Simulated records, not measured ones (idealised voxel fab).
You're looking at the process module voxel spacer lines.
The cross-section on display is named cut; it measures 290 nm wide, and its cells are 5 nm squares.
Each cross-section below is a grid of square cells, stated as bands in top-down order, with one or more rows of cells making up each band. Within each band entry, the heights of the top and of the bottom of the band appear first, in that order and in nm; the materials of the band then follow from left to right, each with its corresponding width in nm. The designation "full width" on a single material indicates that it fills the band from edge to edge; the designation "blank" indicates empty space. Counting heights begins at 0, where everything beneath is, in the wafer as received, one material. The lowest band has no bottom; it goes on downwards, as "from 0 down" shows. Width spec "30 to 40" -> top row of cells at first value, bottom row at second value, equal per-row change in between. The cross-section has no changed cell in any step marked "nothing different". Enclosed voids: empty space of 8 cells or more with no open way to the top, each as width x height at its distance from the left edge, in nm. Step line, after settings: the simulator's comment on this step. overlay nm: for a step with a mask, the amount by which the mask lay right of where it was planned; a negative amount means left of it.

# The following list gives the planned process steps
- 1: op RECEIVE | material Si
- 2: op CONFORMAL_DEP | material Al2O3 | thk nm 10
- 3: op DIRECTIONAL_DEP | material polySi | thk nm 20
- 4: op DIRECTIONAL_DEP | material aC | thk nm 20
- 5: op PATTERN | tone cover | mask id MANDREL | material resist | width nm 20 | pitch nm 70 | thk nm 30 | overlay nm 0
- 6: op DIRECTIONAL_ETCH | etch materials aC | depth nm 20
- 7: op STRIP | etch materials resist
- 8: op CONFORMAL_DEP | material SiN | thk nm 15
- 9: op DIRECTIONAL_ETCH | etch materials SiN | depth nm 15
- 10: op STRIP | etch materials aC
- 11: op DIRECTIONAL_ETCH | etch materials polySi | depth nm 20
- 12: op STRIP | etch materials SiN
- 13: op FILL_DEP | material lowk | thk nm 5
- 14: op CMP | height nm 30

# Account of the first of two wafers, which was processed as intended

# Shown in cross-section is the wafer as received, that is, as it stands after step 1
> from 0 down | Si full width
> Enclosed voids: none

# Cross-section of the wafer subsequent to step 2
> from 10 to 0 | Al2O3 full width
> Anything lower than 0 is untouched.

# Cross-section of the wafer subsequent to step 3
> from 30 to 10 | polySi full width
> Anything lower than 10 is untouched.

# Cross-section of the wafer subsequent to step 4
> from 50 to 30 | aC full width
> Anything lower than 30 is untouched.

# Cross-section of the wafer subsequent to step 5
> from 80 to 50 | 100 of blank, 20 of resist, 50 of blank, 20 of resist, 100 of blank
> Anything lower than 50 is untouched.

# Cross-section of the wafer subsequent to step 6
> from 60 to 50 | 100 of blank, 20 of resist, 50 of blank, 20 of resist, 100 of blank
> from 50 to 30 | 100 of blank, 20 of aC, 50 of blank, 20 of aC, 100 of blank
> Anything lower than 30 is untouched.

# Cross-section of the wafer subsequent to step 7
> from 50 to 30 | 100 of blank, 20 of aC, 50 of blank, 20 of aC, 100 of blank
> Anything lower than 30 is untouched.

# Cross-section of the wafer subsequent to step 8
> from 65 to 50 | 85 of blank, 50 of SiN, 20 of blank, 50 of SiN, 85 of blank
> from 50 to 45 | 85 of blank, 15 of SiN, 20 of aC, 15 of SiN, 20 of blank, 15 of SiN, 20 of aC, 15 of SiN, 85 of blank
> from 45 to 30 | 100 of SiN, 20 of aC, 50 of SiN, 20 of aC, 100 of SiN
> Anything lower than 30 is untouched.

# Cross-section of the wafer subsequent to step 9
> from 50 to 30 | 85 of blank, 15 of SiN, 20 of aC, 15 of SiN, 20 of blank, 15 of SiN, 20 of aC, 15 of SiN, 85 of blank
> Anything lower than 30 is untouched.

# Cross-section of the wafer subsequent to step 10
> from 50 to 30 | 85 of blank, 15 of SiN, 20 of blank, 15 of SiN, 20 of blank, 15 of SiN, 20 of blank, 15 of SiN, 85 of blank
> Anything lower than 30 is untouched.

# Cross-section of the wafer subsequent to step 11
> from 50 to 30 | 85 of blank, 15 of SiN, 20 of blank, 15 of SiN, 20 of blank, 15 of SiN, 20 of blank, 15 of SiN, 85 of blank
> from 30 to 10 | 85 of blank, 15 of polySi, 20 of blank, 15 of polySi, 20 of blank, 15 of polySi, 20 of blank, 15 of polySi, 85 of blank
> Anything lower than 10 is untouched.

# Cross-section of the wafer subsequent to step 12
> from 30 to 10 | 85 of blank, 15 of polySi, 20 of blank, 15 of polySi, 20 of blank, 15 of polySi, 20 of blank, 15 of polySi, 85 of blank
> Anything lower than 10 is untouched.

# Cross-section of the wafer subsequent to step 13
> from 35 to 30 | lowk full width
> from 30 to 10 | 85 of lowk, 15 of polySi, 20 of lowk, 15 of polySi, 20 of lowk, 15 of polySi, 20 of lowk, 15 of polySi, 85 of lowk
> Anything lower than 10 is untouched.

# Cross-section of the wafer subsequent to step 14
> from 30 to 10 | 85 of lowk, 15 of polySi, 20 of lowk, 15 of polySi, 20 of lowk, 15 of polySi, 20 of lowk, 15 of polySi, 85 of lowk
> Anything lower than 10 is untouched.

# Wafer two of the pair: same origin, same plan, one error during the run; identical to wafer one up to and including step 1

# when step 2 should have ended
> from 10 to 0 | lowk full width
> Anything lower than 0 is untouched.

# when step 3 should have ended
> from 30 to 10 | polySi full width
> Anything lower than 10 is untouched.

# when step 4 should have ended
> from 50 to 30 | aC full width
> Anything lower than 30 is untouched.

# when step 5 should have ended
> from 80 to 50 | 100 of blank, 20 of resist, 50 of blank, 20 of resist, 100 of blank
> Anything lower than 50 is untouched.

# when step 6 should have ended
> from 60 to 50 | 100 of blank, 20 of resist, 50 of blank, 20 of resist, 100 of blank
> from 50 to 30 | 100 of blank, 20 of aC, 50 of blank, 20 of aC, 100 of blank
> Anything lower than 30 is untouched.

# when step 7 should have ended
> from 50 to 30 | 100 of blank, 20 of aC, 50 of blank, 20 of aC, 100 of blank
> Anything lower than 30 is untouched.

# when step 8 should have ended
> from 65 to 50 | 85 of blank, 50 of SiN, 20 of blank, 50 of SiN, 85 of blank
> from 50 to 45 | 85 of blank, 15 of SiN, 20 of aC, 15 of SiN, 20 of blank, 15 of SiN, 20 of aC, 15 of SiN, 85 of blank
> from 45 to 30 | 100 of SiN, 20 of aC, 50 of SiN, 20 of aC, 100 of SiN
> Anything lower than 30 is untouched.

# when step 9 should have ended
> from 50 to 30 | 85 of blank, 15 of SiN, 20 of aC, 15 of SiN, 20 of blank, 15 of SiN, 20 of aC, 15 of SiN, 85 of blank
> Anything lower than 30 is untouched.

# when step 10 should have ended
> from 50 to 30 | 85 of blank, 15 of SiN, 20 of blank, 15 of SiN, 20 of blank, 15 of SiN, 20 of blank, 15 of SiN, 85 of blank
> Anything lower than 30 is untouched.

# when step 11 should have ended
> from 50 to 30 | 85 of blank, 15 of SiN, 20 of blank, 15 of SiN, 20 of blank, 15 of SiN, 20 of blank, 15 of SiN, 85 of blank
> from 30 to 10 | 85 of blank, 15 of polySi, 20 of blank, 15 of polySi, 20 of blank, 15 of polySi, 20 of blank, 15 of polySi, 85 of blank
> Anything lower than 10 is untouched.

# when step 12 should have ended
> from 30 to 10 | 85 of blank, 15 of polySi, 20 of blank, 15 of polySi, 20 of blank, 15 of polySi, 20 of blank, 15 of polySi, 85 of blank
> Anything lower than 10 is untouched.

# when step 13 should have ended
> from 35 to 30 | lowk full width
> from 30 to 10 | 85 of lowk, 15 of polySi, 20 of lowk, 15 of polySi, 20 of lowk, 15 of polySi, 20 of lowk, 15 of polySi, 85 of lowk
> Anything lower than 10 is untouched.

# when step 14 should have ended
> from 30 to 10 | 85 of lowk, 15 of polySi, 20 of lowk, 15 of polySi, 20 of lowk, 15 of polySi, 20 of lowk, 15 of polySi, 85 of lowk
> Anything lower than 10 is untouched.
Where did the run depart from the plan? step 2 did not happen as planned, as run it was op CONFORMAL_DEP | material lowk | thk nm 10
In the final state, the cell counts of the second wafer exceed or fall short of those of the first for the following materials: 116 fewer of Al2O3 | 116 more of lowk
